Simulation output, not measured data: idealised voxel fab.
process module | voxel self aligned contacts
cross-section cut | 185 nm wide | cells 5 nm
A cross-section is a grid of square cells, given in bands from the top down. A band is one or more rows of cells.
Each band's line starts with the height of the band's top and of its bottom, in nm. Then come its materials from left to right, each with its width in nm. One material with "throughout" fills the band from edge to edge. "air" is empty space.
Height 0 is the level under which the wafer as received is all one material. The lowest band goes on downwards, as in "0 down".
A width such as "30 to 40" changes by the same amount from each row of cells to the next, from the band's top row to its bottom row.
"no change" after a step means that no cell of the cross-section changed.
closed voids: empty space of 8 cells or more with no open way to the top, each as width x height at its distance from the left edge, in nm
after a step's settings: what the simulator itself notes on the step
overlay nm, on a step with a mask: how far to the right of its planned place the mask lay; to the left if negative
plan
1 op RECEIVE | material Si
2 op OXIDIZE | depth nm 5
3 op DIRECTIONAL_DEP | material polySi | thk nm 25
4 op DIRECTIONAL_DEP | material SiN | thk nm 20
5 op MASKED_ETCH | tone cover | mask id GATE | width nm 35 | pitch nm 80 | etch materials SiN | depth nm 20 | overlay nm 0
6 op MASKED_ETCH | tone cover | mask id GATE | width nm 35 | pitch nm 80 | etch materials polySi | depth nm 25 | overlay nm 0
7 op CONFORMAL_DEP | material SiN | thk nm 10
8 op DIRECTIONAL_ETCH | etch materials SiN | depth nm 10
9 op FILL_DEP | material SiO2 | thk nm 20
10 op CMP | height nm 55
11 op PATTERN | tone open | mask id CONTACT | material resist | width nm 55 | thk nm 15 | overlay nm 0
12 op DIRECTIONAL_ETCH | etch materials SiO2 | depth nm 60
13 op STRIP | etch materials resist
14 op CONFORMAL_DEP | material TiN | thk nm 5
15 op FILL_DEP | material Ru | thk nm 10
16 op CMP | height nm 55
17 op CONFORMAL_DEP | material SiCN | thk nm 5
first wafer, as planned
as received, after step 1
  0 down: Si throughout
  closed voids: none
after step 2
  0 to -5: SiO2 throughout
  below -5: unchanged
after step 3
  25 to 0: polySi throughout
  below 0: unchanged
after step 4
  45 to 25: SiN throughout
  below 25: unchanged
after step 5
  45 to 25: air 35 | SiN 35 | air 45 | SiN 35 | air 35
  below 25: unchanged
after step 6
  45 to 25: air 35 | SiN 35 | air 45 | SiN 35 | air 35
  25 to 0: air 35 | polySi 35 | air 45 | polySi 35 | air 35
  below 0: unchanged
after step 7
  55 to 25: air 25 | SiN 55 | air 25 | SiN 55 | air 25
  25 to 10: air 25 | SiN 10 | polySi 35 | SiN 10 | air 25 | SiN 10 | polySi 35 | SiN 10 | air 25
  10 to 0: SiN 35 | polySi 35 | SiN 45 | polySi 35 | SiN 35
  below 0: unchanged
after step 8
  45 to 25: air 25 | SiN 55 | air 25 | SiN 55 | air 25
  25 to 0: air 25 | SiN 10 | polySi 35 | SiN 10 | air 25 | SiN 10 | polySi 35 | SiN 10 | air 25
  below 0: unchanged
after step 9
  65 to 45: SiO2 throughout
  45 to 25: SiO2 25 | SiN 55 | SiO2 25 | SiN 55 | SiO2 25
  25 to 0: SiO2 25 | SiN 10 | polySi 35 | SiN 10 | SiO2 25 | SiN 10 | polySi 35 | SiN 10 | SiO2 25
  below 0: unchanged
after step 10
  55 to 45: SiO2 throughout
  below 45: unchanged
after step 11
  70 to 55: resist 65 | air 55 | resist 65
  below 55: unchanged
after step 12
  70 to 55: resist 65 | air 55 | resist 65
  55 to 45: SiO2 65 | air 55 | SiO2 65
  45 to 25: SiO2 25 | SiN 55 | air 25 | SiN 55 | SiO2 25
  25 to 0: SiO2 25 | SiN 10 | polySi 35 | SiN 10 | air 25 | SiN 10 | polySi 35 | SiN 10 | SiO2 25
  0 to -5: SiO2 80 | air 25 | SiO2 80
  below -5: unchanged
after step 13
  55 to 45: SiO2 65 | air 55 | SiO2 65
  below 45: unchanged
after step 14
  60 to 55: TiN 70 | air 45 | TiN 70
  55 to 45: SiO2 65 | TiN 5 to 20 | air 45 to 15 | TiN 5 to 20 | SiO2 65
  45 to 25: SiO2 25 | SiN 55 | TiN 5 | air 15 | TiN 5 | SiN 55 | SiO2 25
  25 to 0: SiO2 25 | SiN 10 | polySi 35 | SiN 10 | TiN 5 | air 15 | TiN 5 | SiN 10 | polySi 35 | SiN 10 | SiO2 25
  0 to -5: SiO2 80 | TiN 25 | SiO2 80
  below -5: unchanged
after step 15
  70 to 60: Ru throughout
  60 to 55: TiN 70 | Ru 45 | TiN 70
  55 to 45: SiO2 65 | TiN 5 to 20 | Ru 45 to 15 | TiN 5 to 20 | SiO2 65
  45 to 25: SiO2 25 | SiN 55 | TiN 5 | Ru 15 | TiN 5 | SiN 55 | SiO2 25
  25 to 0: SiO2 25 | SiN 10 | polySi 35 | SiN 10 | TiN 5 | Ru 15 | TiN 5 | SiN 10 | polySi 35 | SiN 10 | SiO2 25
  below 0: unchanged
after step 16
  55 to 45: SiO2 65 | TiN 5 to 20 | Ru 45 to 15 | TiN 5 to 20 | SiO2 65
  below 45: unchanged
after step 17
  60 to 55: SiCN throughout
  below 55: unchanged
second wafer: like start, like plan, one mistake. Through step 10 it matches the first wafer
when step 11 should have ended
  70 to 55: air 65 | resist 55 | air 65
  below 55: unchanged
when step 12 should have ended
  70 to 55: air 65 | resist 55 | air 65
  55 to 45: air 65 | SiO2 55 | air 65
  45 to 25: air 25 | SiN 55 | SiO2 25 | SiN 55 | air 25
  25 to 0: air 25 | SiN 10 | polySi 35 | SiN 10 | SiO2 25 | SiN 10 | polySi 35 | SiN 10 | air 25
  0 to -5: air 25 | SiO2 135 | air 25
  below -5: unchanged
when step 13 should have ended
  55 to 45: air 65 | SiO2 55 | air 65
  below 45: unchanged
when step 14 should have ended
  60 to 55: air 60 | TiN 65 | air 60
  55 to 45: air 60 to 20 | TiN 5 to 45 | SiO2 55 | TiN 5 to 45 | air 60 to 20
  45 to 25: air 20 | TiN 5 | SiN 55 | SiO2 25 | SiN 55 | TiN 5 | air 20
  25 to 0: air 20 | TiN 5 | SiN 10 | polySi 35 | SiN 10 | SiO2 25 | SiN 10 | polySi 35 | SiN 10 | TiN 5 | air 20
  0 to -5: TiN 25 | SiO2 135 | TiN 25
  below -5: unchanged
when step 15 should have ended
  70 to 60: Ru throughout
  60 to 55: Ru 60 | TiN 65 | Ru 60
  55 to 45: Ru 60 to 20 | TiN 5 to 45 | SiO2 55 | TiN 5 to 45 | Ru 60 to 20
  45 to 25: Ru 20 | TiN 5 | SiN 55 | SiO2 25 | SiN 55 | TiN 5 | Ru 20
  25 to 0: Ru 20 | TiN 5 | SiN 10 | polySi 35 | SiN 10 | SiO2 25 | SiN 10 | polySi 35 | SiN 10 | TiN 5 | Ru 20
  below 0: unchanged
when step 16 should have ended
  55 to 45: Ru 60 to 20 | TiN 5 to 45 | SiO2 55 | TiN 5 to 45 | Ru 60 to 20
  below 45: unchanged
when step 17 should have ended
  60 to 55: SiCN throughout
  below 55: unchanged
what went wrong: step 11 ran as: op PATTERN | tone cover | mask id CONTACT | material resist | width nm 55 | thk nm 15 | overlay nm 0
at the end the second wafer has, in cells: 65 more of Ru | 80 fewer of SiO2 | 15 more of TiN
